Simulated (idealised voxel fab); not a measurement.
You're looking at the process module voxel wiring stack.
This is section cut - it's 185 nm across, gridded in 5 nm square cells.
In this document a cross-section is written as a grid of square cells. It is given as a series of bands, listed from the top down, and a band is one or more rows of cells. The band entry comprises the height of the band's top followed by the height of its bottom, expressed in nm, and subsequently the band's materials from left to right, each stated together with its width in nm. Where a single material is marked with the word "full width", that material fills the band from edge to edge. The word "air" represents empty space. Beneath 0, the wafer as received is one material, and that level is where height counting begins. The lowest band goes on downward without a bottom; it is written like "0 -> down". You'd read "30 to 40" like this: the band's top row of cells is as wide as the first number, its bottom row is as wide as the second, and going down, every row changes width by the same amount as the row before did. Given "no change" for a step, no cell of the cross-section differs between before and after that step. "Unvented cavities" enumerates empty spaces isolated from the top, with no open way to it, that contain at least 8 cells, giving each as width x height at distance from the left edge, all three in nm. On a step's line, text after the settings is the simulator commenting on that step. A step's line can hold "overlay nm"; with a mask on that step, the setting says how far right of the planned place the mask lay, while a negative setting says it lay to the left.
# Planned process steps
step 1: op RECEIVE | material Si
step 2: op CONFORMAL_DEP | material SiO2 | thk nm 15
step 3: op DIRECTIONAL_DEP | material TiN | thk nm 5
step 4: op DIRECTIONAL_DEP | material W | thk nm 15
step 5: op PATTERN | tone cover | mask id METAL_1 | material resist | width nm 20 | pitch nm 45 | thk nm 20 | overlay nm 0
step 6: op DIRECTIONAL_ETCH | etch materials W | depth nm 15
step 7: op DIRECTIONAL_ETCH | etch materials TiN | depth nm 5
step 8: op STRIP | etch materials resist
step 9: op CONFORMAL_DEP | material SiN | thk nm 5
step 10: op FILL_DEP | material lowk | thk nm 5
step 11: op CMP | height nm 35
step 12: op CONFORMAL_DEP | material SiCN | thk nm 5
step 13: op DIRECTIONAL_DEP | material SiO2 | thk nm 35
step 14: op MASKED_ETCH | tone open | mask id METAL_2 | width nm 20 | pitch nm 45 | etch materials SiO2 | depth nm 20 | overlay nm 0
step 15: op DIRECTIONAL_DEP | material aC | thk nm 15
step 16: op PATTERN | tone open | mask id METAL_2_HOLES | material resist | width nm 15 | pitch nm 45 | thk nm 35 | overlay nm 0
step 17: op DIRECTIONAL_ETCH | etch materials aC | depth nm 15
step 18: op STRIP | etch materials resist
step 19: op DIRECTIONAL_ETCH | etch materials SiO2 | depth nm 15
step 20: op DIRECTIONAL_ETCH | etch materials SiCN | depth nm 5
step 21: op STRIP | etch materials aC
step 22: op CONFORMAL_DEP | material TiN | thk nm 5
step 23: op FILL_DEP | material Cu | thk nm 5
step 24: op CMP | height nm 75
step 25: op CONFORMAL_DEP | material SiCN | thk nm 5
step 26: op DIRECTIONAL_DEP | material lowk | thk nm 10
step 27: op PATTERN | tone open | mask id PLUG_2 | material resist | width nm 15 | thk nm 20 | overlay nm 0
step 28: op DIRECTIONAL_ETCH | etch materials lowk | depth nm 10
step 29: op DIRECTIONAL_ETCH | etch materials SiCN | depth nm 5
step 30: op STRIP | etch materials resist
step 31: op CONFORMAL_DEP | material TiN | thk nm 5
step 32: op FILL_DEP | material W | thk nm 5
step 33: op CMP | height nm 90
step 34: op CONFORMAL_DEP | material SiCN | thk nm 5
step 35: op DIRECTIONAL_DEP | material SiO2 | thk nm 25
step 36: op PATTERN | tone open | mask id METAL_3 | material resist | width nm 20 | pitch nm 45 | thk nm 20 | overlay nm 0
step 37: op DIRECTIONAL_ETCH | etch materials SiO2 | depth nm 25
step 38: op DIRECTIONAL_ETCH | etch materials SiCN | depth nm 5
step 39: op STRIP | etch materials resist
step 40: op CONFORMAL_DEP | material TiN | thk nm 5
step 41: op FILL_DEP | material Cu | thk nm 10
step 42: op CMP | height nm 120
step 43: op CONFORMAL_DEP | material SiCN | thk nm 5
step 44: op DIRECTIONAL_DEP | material lowk | thk nm 10
step 45: op PATTERN | tone open | mask id PLUG_3 | material resist | width nm 15 | pitch nm 45 | thk nm 15 | overlay nm 0
step 46: op DIRECTIONAL_ETCH | etch materials lowk | depth nm 10
step 47: op DIRECTIONAL_ETCH | etch materials SiCN | depth nm 5
step 48: op STRIP | etch materials resist
step 49: op EPI | material Ru | thk nm 10
step 50: op EPI | material Ru | thk nm 5
step 51: op DIRECTIONAL_DEP | material TiN | thk nm 5
step 52: op DIRECTIONAL_DEP | material W | thk nm 25
step 53: op MASKED_ETCH | tone cover | mask id METAL_4 | width nm 20 | pitch nm 45 | etch materials W | depth nm 25 | overlay nm 0
step 54: op MASKED_ETCH | tone cover | mask id METAL_4 | width nm 20 | pitch nm 45 | etch materials TiN | depth nm 5 | overlay nm 0
step 55: op CONFORMAL_DEP | material SiN | thk nm 5
step 56: op FILL_DEP | material SiO2 | thk nm 10
step 57: op CMP | height nm 165
step 58: op CONFORMAL_DEP | material SiN | thk nm 5
# Wafer as received: cross-section following step 1
* 0 -> down | Si full width
* Unvented cavities: none
# Cross-section at module end, one run error; start and plan unchanged from above
* 170 -> 165 | SiN full width
* 165 -> 140 | SiO2 55  SiN 5  W 20  SiN 5  SiO2 15  SiN 5  W 20  SiN 5  SiO2 55
* 140 -> 135 | SiN 60  TiN 20  SiN 25  TiN 20  SiN 60
* 135 -> 125 | lowk 60  Ru 15  lowk 30  Ru 15  lowk 65
* 125 -> 120 | SiCN 60  Ru 15  SiCN 30  Ru 15  SiCN 65
* 120 -> 95 | SiO2 60  TiN 5  Cu 10  TiN 5  SiO2 25  TiN 5  Cu 10  TiN 5  SiO2 60
* 95 -> 90 | SiCN 60  TiN 20  SiCN 25  TiN 20  SiCN 60
* 90 -> 85 | SiCN 60  TiN 15  SiCN 110
* 85 -> 75 | lowk full width
* 75 -> 60 | SiO2 60  TiN 5  Cu 10  TiN 5  SiO2 25  TiN 5  Cu 10  TiN 5  SiO2 60
* 60 -> 55 | SiO2 60  TiN 5  Cu 5  TiN 10  SiO2 25  TiN 5  Cu 5  TiN 10  SiO2 60
* 55 -> 40 | SiO2 60  TiN 5  Cu 5  TiN 5  SiO2 30  TiN 5  Cu 5  TiN 5  SiO2 65
* 40 -> 35 | SiCN 60  TiN 15  SiCN 30  TiN 15  SiCN 65
* 35 -> 20 | lowk 55  SiN 5  W 20  SiN 5  lowk 15  SiN 5  W 20  SiN 5  lowk 55
* 20 -> 15 | SiN 60  TiN 20  SiN 25  TiN 20  SiN 60
* 15 -> 0 | SiO2 full width
* 0 -> down | Si full width
* Unvented cavities: none
Against the plan, the run slipped here: it was found that steps 25 and 26 of the process plan had been performed in exchanged positions
